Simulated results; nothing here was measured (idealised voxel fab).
process module | voxel local oxidation
cross-section cut | 275 nm wide | cells 5 nm
A cross-section is a grid of square cells, given in bands from the top down. A band is one or more rows of cells.
Each band's line starts with the height of the band's top and of its bottom, in nm. Then come its materials from left to right, each with its width in nm. One material with "throughout" fills the band from edge to edge. "air" is empty space.
Height 0 is the level under which the wafer as received is all one material. The lowest band goes on downwards, as in "0 down".
A width such as "30 to 40" changes by the same amount from each row of cells to the next, from the band's top row to its bottom row.
"no change" after a step means that no cell of the cross-section changed.
closed voids: empty space of 8 cells or more with no open way to the top, each as width x height at its distance from the left edge, in nm
after a step's settings: what the simulator itself notes on the step
overlay nm, on a step with a mask: how far to the right of its planned place the mask lay; to the left if negative
plan
1 op RECEIVE | material Si
2 op OXIDIZE | depth nm 5
3 op CONFORMAL_DEP | material SiN | thk nm 15
4 op PATTERN | tone cover | mask id ACTIVE | material resist | width nm 115 | thk nm 20 | overlay nm 0
5 op DIRECTIONAL_ETCH | etch materials SiN | depth nm 15
6 op STRIP | etch materials resist
7 op SELECTIVE_ETCH | etch materials SiO2 | depth nm 5
8 op OXIDIZE | depth nm 10
9 op STRIP | etch materials SiN
as received, after step 1
  0 down: Si throughout
  closed voids: none
a wafer at the end: this start, this plan, one mistake
  15 to 0: air 80 | SiN 115 | air 80
  0 to -5: air 85 | SiO2 105 | air 85
  -5 to -15: SiO2 95 | Si 85 | SiO2 95
  -15 down: Si throughout
  closed voids: none
what went wrong: step 9 was left out
